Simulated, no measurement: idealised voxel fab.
The process module presented herein is designated voxel self aligned contacts.
FYI the section here is cut, 235 nm wide, cells are 5 nm squares.
For the purposes of this document, a cross-section shall be understood as a grid of square cells, specified as bands listed in top-to-bottom order, each band consisting of one or more rows of cells. Band: top height; bottom height; in nm. Then, left to right: material with width in nm, for each material. "full width": a single material spanning edge to edge. "blank": empty space. Note: height 0 marks the level under which the wafer is uniformly one material as received. Lowest band unbounded below, written "top 0, no bottom". Width: "30 to 40" (first number = top row, second number = bottom row, same change from row to row of cells). Take "nothing different" at face value: in the step it is given for, the cross-section changed in none of its cells. Voids not open to the top, 8 cells minimum: see "Fully sealed voids". Written width x height at distance; distance is from the left edge; nm. Heads up: the bit after the settings on a step's line is the simulator's remark on that step. Regarding "overlay nm": on a step with a mask, it is the distance the mask lay to the right of its planned place; a negative value places it to the left.
Here's what the planned process steps look like:
- 1: op RECEIVE | material Si
- 2: op OXIDIZE | depth nm 5
- 3: op DIRECTIONAL_DEP | material polySi | thk nm 25
- 4: op DIRECTIONAL_DEP | material SiN | thk nm 15
- 5: op PATTERN | tone cover | mask id GATE | material resist | width nm 25 | pitch nm 60 | thk nm 15 | overlay nm 0
- 6: op DIRECTIONAL_ETCH | etch materials SiN | depth nm 15
- 7: op DIRECTIONAL_ETCH | etch materials polySi | depth nm 25
- 8: op STRIP | etch materials resist
- 9: op CONFORMAL_DEP | material SiN | thk nm 5
- 10: op DIRECTIONAL_ETCH | etch materials SiN | depth nm 5
- 11: op FILL_DEP | material SiO2 | thk nm 15
- 12: op CMP | height nm 50
- 13: op MASKED_ETCH | tone open | mask id CONTACT | width nm 45 | etch materials SiO2 | depth nm 55 | overlay nm 0
- 14: op CONFORMAL_DEP | material TiN | thk nm 5
- 15: op FILL_DEP | material Ru | thk nm 10
- 16: op CMP | height nm 50
- 17: op CONFORMAL_DEP | material SiN | thk nm 5
The first of a set of two wafers, run to plan:
As-received state of the wafer in cross-section, equivalent to post-step 1:
> top 0, no bottom: Si full width
> Fully sealed voids: none
The wafer in cross-section once step 2 is complete:
> top 0, bottom -5: SiO2 full width
> Everything under -5 stays put, no change at all.
The wafer in cross-section once step 3 is complete:
> top 25, bottom 0: polySi full width
> Everything under 0 stays put, no change at all.
The wafer in cross-section once step 4 is complete:
> top 40, bottom 25: SiN full width
> Everything under 25 stays put, no change at all.
The wafer in cross-section once step 5 is complete:
> top 55, bottom 40: 75 of blank, 25 of resist, 35 of blank, 25 of resist, 75 of blank
> Everything under 40 stays put, no change at all.
The wafer in cross-section once step 6 is complete:
> top 55, bottom 40: 75 of blank, 25 of resist, 35 of blank, 25 of resist, 75 of blank
> top 40, bottom 25: 75 of blank, 25 of SiN, 35 of blank, 25 of SiN, 75 of blank
> Everything under 25 stays put, no change at all.
The wafer in cross-section once step 7 is complete:
> top 55, bottom 40: 75 of blank, 25 of resist, 35 of blank, 25 of resist, 75 of blank
> top 40, bottom 25: 75 of blank, 25 of SiN, 35 of blank, 25 of SiN, 75 of blank
> top 25, bottom 0: 75 of blank, 25 of polySi, 35 of blank, 25 of polySi, 75 of blank
> Everything under 0 stays put, no change at all.
The wafer in cross-section once step 8 is complete:
> top 40, bottom 25: 75 of blank, 25 of SiN, 35 of blank, 25 of SiN, 75 of blank
> Everything under 25 stays put, no change at all.
The wafer in cross-section once step 9 is complete:
> top 45, bottom 25: 70 of blank, 35 of SiN, 25 of blank, 35 of SiN, 70 of blank
> top 25, bottom 5: 70 of blank, 5 of SiN, 25 of polySi, 5 of SiN, 25 of blank, 5 of SiN, 25 of polySi, 5 of SiN, 70 of blank
> top 5, bottom 0: 75 of SiN, 25 of polySi, 35 of SiN, 25 of polySi, 75 of SiN
> Everything under 0 stays put, no change at all.
The wafer in cross-section once step 10 is complete:
> top 40, bottom 25: 70 of blank, 35 of SiN, 25 of blank, 35 of SiN, 70 of blank
> top 25, bottom 0: 70 of blank, 5 of SiN, 25 of polySi, 5 of SiN, 25 of blank, 5 of SiN, 25 of polySi, 5 of SiN, 70 of blank
> Everything under 0 stays put, no change at all.
The wafer in cross-section once step 11 is complete:
> top 55, bottom 40: SiO2 full width
> top 40, bottom 25: 70 of SiO2, 35 of SiN, 25 of SiO2, 35 of SiN, 70 of SiO2
> top 25, bottom 0: 70 of SiO2, 5 of SiN, 25 of polySi, 5 of SiN, 25 of SiO2, 5 of SiN, 25 of polySi, 5 of SiN, 70 of SiO2
> Everything under 0 stays put, no change at all.
The wafer in cross-section once step 12 is complete:
> top 50, bottom 40: SiO2 full width
> Everything under 40 stays put, no change at all.
The wafer in cross-section once step 13 is complete:
> top 50, bottom 40: 95 of SiO2, 45 of blank, 95 of SiO2
> top 40, bottom 25: 70 of SiO2, 35 of SiN, 25 of blank, 35 of SiN, 70 of SiO2
> top 25, bottom 0: 70 of SiO2, 5 of SiN, 25 of polySi, 5 of SiN, 25 of blank, 5 of SiN, 25 of polySi, 5 of SiN, 70 of SiO2
> top 0, bottom -5: 105 of SiO2, 25 of blank, 105 of SiO2
> Everything under -5 stays put, no change at all.
The wafer in cross-section once step 14 is complete:
> top 55, bottom 50: 100 of TiN, 35 of blank, 100 of TiN
> top 50, bottom 40: 95 of SiO2, 5 to 15 of TiN, 35 to 15 of blank, 5 to 15 of TiN, 95 of SiO2
> top 40, bottom 25: 70 of SiO2, 35 of SiN, 5 of TiN, 15 of blank, 5 of TiN, 35 of SiN, 70 of SiO2
> top 25, bottom 0: 70 of SiO2, 5 of SiN, 25 of polySi, 5 of SiN, 5 of TiN, 15 of blank, 5 of TiN, 5 of SiN, 25 of polySi, 5 of SiN, 70 of SiO2
> top 0, bottom -5: 105 of SiO2, 25 of TiN, 105 of SiO2
> Everything under -5 stays put, no change at all.
The wafer in cross-section once step 15 is complete:
> top 65, bottom 55: Ru full width
> top 55, bottom 50: 100 of TiN, 35 of Ru, 100 of TiN
> top 50, bottom 40: 95 of SiO2, 5 to 15 of TiN, 35 to 15 of Ru, 5 to 15 of TiN, 95 of SiO2
> top 40, bottom 25: 70 of SiO2, 35 of SiN, 5 of TiN, 15 of Ru, 5 of TiN, 35 of SiN, 70 of SiO2
> top 25, bottom 0: 70 of SiO2, 5 of SiN, 25 of polySi, 5 of SiN, 5 of TiN, 15 of Ru, 5 of TiN, 5 of SiN, 25 of polySi, 5 of SiN, 70 of SiO2
> Everything under 0 stays put, no change at all.
The wafer in cross-section once step 16 is complete:
> top 50, bottom 40: 95 of SiO2, 5 to 15 of TiN, 35 to 15 of Ru, 5 to 15 of TiN, 95 of SiO2
> Everything under 40 stays put, no change at all.
The wafer in cross-section once step 17 is complete:
> top 55, bottom 50: SiN full width
> Everything under 50 stays put, no change at all.
The second wafer was prepared from the same starting point and under the same plan as the first; its processing contained one mistake, and it remains indistinguishable from the first wafer up to and including step 15:
Second wafer, section view, time point: scheduled end of step 16:
> top 55, bottom 50: 100 of TiN, 35 of Ru, 100 of TiN
> Everything under 50 stays put, no change at all.
Second wafer, section view, time point: scheduled end of step 17:
> top 60, bottom 55: SiN full width
> Everything under 55 stays put, no change at all.
The plan and the run diverged here: the process deviated at step 16: the operation and settings actually run there were op CMP | height nm 55
Final wafer comparison in cells, second versus first, more or fewer per material: 7 more of Ru; 40 more of TiN
